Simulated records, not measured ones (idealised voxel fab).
The following process module bears the name voxel released beams.
Xsec cut, 290 nm wide, square cell size 5 nm.
Each cross-section below is a grid of square cells, stated as bands in top-down order, with one or more rows of cells making up each band.
What a band's entry tells you: where the top is and where the bottom is, as heights in nm, and after that what lies inside, material by material from left to right, each with its width in nm. Empty space is written as the word "air", and a single material marked with the word "edge to edge" occupies the band from edge to edge.
Beneath 0, the wafer as received is one material, and that level is where height counting begins. The lowest band goes on downward without a bottom; it is written like "top 0, no bottom".
It should be noted that a width expressed as "30 to 40" varies in equal increments from row to row of cells within the band, taking the value of the first number at the top row and that of the second number at the bottom row.
Where a step carries "same as before", the cross-section came out of it unchanged, cell for cell.
Entry "Enclosed voids" = empty spaces >= 8 cells with no open way to the top; each as width x height at distance, distance from left edge, all nm.
Post-settings text on a step line: simulator's own remark regarding the step.
overlay nm: on a step with a mask, how far right of its planned place the mask lay; negative means left.

**The planned process steps are enumerated hereunder**
| 1 | RECEIVE (material Si) |
| 2 | CONFORMAL_DEP (material SiN; thk nm 10) |
| 3 | DIRECTIONAL_DEP (material SiO2; thk nm 10) |
| 4 | MASKED_ETCH (tone open; mask id ANCHOR; width nm 40; etch materials SiO2; depth nm 10; overlay nm 0) |
| 5 | CONFORMAL_DEP (material TiN; thk nm 15) |
| 6 | DIRECTIONAL_DEP (material aC; thk nm 15) |
| 7 | PATTERN (tone cover; mask id BEAM; material resist; width nm 100; thk nm 35; overlay nm 0) |
| 8 | DIRECTIONAL_ETCH (etch materials aC; depth nm 15) |
| 9 | STRIP (etch materials resist) |
| 10 | DIRECTIONAL_ETCH (etch materials TiN; depth nm 15) |
| 11 | STRIP (etch materials aC) |
| 12 | STRIP (etch materials SiO2) |

**Here's what the wafer looked like in cross-section when it arrived - that's after step 1**
- top 0, no bottom | Si edge to edge
- Enclosed voids: none

**Post-module cross-section of the first of two wafers (run per plan)**
- top 35, bottom 25 | air=90 / TiN=20 / air=10 / TiN=70 / air=100
- top 25, bottom 20 | air=90 / TiN=100 / air=100
- top 20, bottom 10 | air=95 / TiN=40 / air=155
- top 10, bottom 0 | SiN edge to edge
- top 0, no bottom | Si edge to edge
- Enclosed voids: none

**Same start, same plan as the first wafer - but one mistake in the run. Cross-section of the second of the two at the end of the module**
- top 35, bottom 25 | air=95 / TiN=15 / air=10 / TiN=70 / air=100
- top 25, bottom 20 | air=95 / TiN=95 / air=100
- top 20, bottom 10 | air=95 / TiN=40 / air=155
- top 10, bottom 0 | SiN edge to edge
- top 0, no bottom | Si edge to edge
- Enclosed voids: none
Which mistake was made when the wafer was run? note that step 7 departed from the planned setting and was carried out as PATTERN (tone cover; mask id BEAM; material resist; width nm 95; thk nm 35; overlay nm 0)
Final wafer comparison in cells, second versus first, more or fewer per material: 3 fewer of TiN
